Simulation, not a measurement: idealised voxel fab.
The following process module bears the name voxel self aligned vias.
Xsec cut, 260 nm wide, square cell size 5 nm.
Cross-section, as written here: a square-cell grid given band by band from the top down, where a band holds one or more rows of cells.
Band: top and bottom heights (nm) first, top before bottom; then materials from left to right, widths in nm. "everywhere" marks a sole material filling the band edge to edge. "blank" denotes empty space.
Note: height 0 marks the level under which the wafer is uniformly one material as received. Lowest band unbounded below, written "z 0 and below".
Quick explanation for "30->40": the width changes in equal steps down the rows of cells, from the first number in the band's top row to the second number in its bottom row.
You'll sometimes find "nothing was modified" written for a step, and that's the way of saying that nowhere in the cross-section did a cell change during that step.
You'll see "Enclosed empty spaces" listing empty spaces that have no way open to the top, as long as they're 8 cells or more; the notation is width x height at distance, where the distance is from the left edge, and all of it is in nm.
Anything after a step's settings on that line? It's the simulator's own note about the step.
The setting "overlay nm" may be written on the line of a step. When the step uses a mask, the value reports how far to the right of the planned place the mask lay, and a negative value reports that it lay to the left.

Process steps foreseen in the plan:
1,RECEIVE with material Si
2,CONFORMAL_DEP with material SiO2, thk nm 15
3,CONFORMAL_DEP with material SiCN, thk nm 5
4,DIRECTIONAL_DEP with material lowk, thk nm 20
5,PATTERN with tone open, mask id LINES, material resist, width nm 20, pitch nm 60, thk nm 15, overlay nm 0
6,DIRECTIONAL_ETCH with etch materials lowk, depth nm 20
7,STRIP with etch materials resist
8,CONFORMAL_DEP with material TiN, thk nm 5
9,FILL_DEP with material Ru, thk nm 10
10,CMP with height nm 40
11,SELECTIVE_ETCH with etch materials W Ru TiN, depth nm 10
12,FILL_DEP with material SiN, thk nm 5
13,CMP with height nm 40
14,DIRECTIONAL_DEP with material lowk, thk nm 20
15,MASKED_ETCH with tone open, mask id VIAS, width nm 40, etch materials lowk, depth nm 20, overlay nm -15
16,MASKED_ETCH with tone open, mask id VIAS, width nm 40, etch materials SiN, depth nm 10, overlay nm 0
17,CONFORMAL_DEP with material TiN, thk nm 5
18,FILL_DEP with material Cu, thk nm 10
19,CMP with height nm 60
20,CONFORMAL_DEP with material SiCN, thk nm 5
Where the wafers of this document differ is in the overlay nm of step 15; they start out the same, and the plan states the value that applied to the first wafer.

Sectional view: first of several wafers, as received, after step 1:
	z 0 and below = Si everywhere
	Enclosed empty spaces: none

For your reference, the table is organized with a row per wafer; each row reflects the wafer at the end of the module, indicating for each material the cells gained (+) or lost (-) since receipt, and thereafter its closed voids:
overlay nm -15 | +20 Cu | +4 Ru | +104 SiCN | +10 SiN | +156 SiO2 | +30 TiN | +352 lowk | Enclosed empty spaces: none
overlay nm -10 | +22 Cu | +4 Ru | +104 SiCN | +8 SiN | +156 SiO2 | +30 TiN | +352 lowk | Enclosed empty spaces: none
overlay nm -5 | +22 Cu | +4 Ru | +104 SiCN | +8 SiN | +156 SiO2 | +30 TiN | +352 lowk | Enclosed empty spaces: none
overlay nm 0 | +22 Cu | +4 Ru | +104 SiCN | +8 SiN | +156 SiO2 | +30 TiN | +352 lowk | Enclosed empty spaces: none
overlay nm 5 | +22 Cu | +4 Ru | +104 SiCN | +8 SiN | +156 SiO2 | +30 TiN | +352 lowk | Enclosed empty spaces: none
overlay nm 10 | +22 Cu | +4 Ru | +104 SiCN | +8 SiN | +156 SiO2 | +30 TiN | +352 lowk | Enclosed empty spaces: none
overlay nm 15 | +20 Cu | +4 Ru | +104 SiCN | +10 SiN | +156 SiO2 | +30 TiN | +352 lowk | Enclosed empty spaces: none
